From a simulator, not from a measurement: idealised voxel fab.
voxel gate over fins: a process module
Xsec cut, 145 nm wide, square cell size 5 nm.
Cross-section = grid of square cells, listed top down in bands; band = one or more rows. The band entry comprises the height of the band's top followed by the height of its bottom, expressed in nm, and subsequently the band's materials from left to right, each stated together with its width in nm. Where a single material is marked with the word "all across", that material fills the band from edge to edge. The word "blank" represents empty space. Ref level 0: as-received wafer is one material below here. Bottom band extends down with no lower bound ("0..down"). Graded width ("30->40"): value in top row of band = first number; value in bottom row = second number; row-to-row change constant. "same as before" means the step left every cell of the cross-section as it was. Closed empty spaces (no open way to the top) of 8 cells or more are what "Voids, fully enclosed" lists, each as width x height at distance from the left edge, nm for all three. Where a step's line continues beyond its settings, the continuation is a remark by the simulator itself on that step. The optional step-line setting "overlay nm" applies to steps with a mask and quantifies how far to the right of its planned location the mask lay, a negative value indicating leftward placement.
# So here's the lineup of process steps we planned
| 1 | op RECEIVE | material Si |
| 2 | op CONFORMAL_DEP | material SiN | thk nm 10 |
| 3 | op MASKED_ETCH | tone cover | mask id FINS | width nm 15 | pitch nm 45 | etch materials SiN | depth nm 10 | overlay nm 0 |
| 4 | op MASKED_ETCH | tone cover | mask id FINS | width nm 15 | pitch nm 45 | etch materials Si | depth nm 35 | overlay nm 0 |
| 5 | op OXIDIZE | depth nm 5 |
| 6 | op FILL_DEP | material SiO2 | thk nm 10 |
| 7 | op CMP | height nm 10 |
| 8 | op SELECTIVE_ETCH | etch materials SiO2 | depth nm 25 |
| 9 | op STRIP | etch materials SiN |
| 10 | op CONFORMAL_DEP | material HfO2 | thk nm 5 |
| 11 | op CONFORMAL_DEP | material TiN | thk nm 5 |
| 12 | op CONFORMAL_DEP | material TiAl | thk nm 5 |
| 13 | op CONFORMAL_DEP | material TiN | thk nm 5 |
| 14 | op FILL_DEP | material W | thk nm 10 |
| 15 | op CMP | height nm 25 |
| 16 | op CONFORMAL_DEP | material SiCN | thk nm 10 |
# Cross-section of the wafer upon arrival, representing the state reached after step 1
	0..down: Si all across
	Voids, fully enclosed: none
# Look at the cross-section after the module: the wafer started out the way shown above and the plan was the one shown above, yet one mistake was made along the way
	35..25: SiCN all across
	25..15: W all across
	15..5: W: 10, then TiN: 35, then W: 10, then TiN: 35, then W: 10, then TiN: 35, then W: 10
	5..0: W: 10, then TiN: 10, then HfO2: 15, then TiN: 10, then W: 10, then TiN: 10, then HfO2: 15, then TiN: 10, then W: 10, then TiN: 10, then HfO2: 15, then TiN: 10, then W: 10
	0..-10: TiN: 20, then HfO2: 5, then Si: 5, then HfO2: 5, then TiN: 30, then HfO2: 5, then Si: 5, then HfO2: 5, then TiN: 30, then HfO2: 5, then Si: 5, then HfO2: 5, then TiN: 20
	-10..-15: HfO2: 25, then Si: 5, then HfO2: 40, then Si: 5, then HfO2: 40, then Si: 5, then HfO2: 25
	-15..-40: SiO2: 25, then Si: 5, then SiO2: 40, then Si: 5, then SiO2: 40, then Si: 5, then SiO2: 25
	-40..down: Si all across
	Voids, fully enclosed: none
Plan not followed: plan step 12: skipped, not run
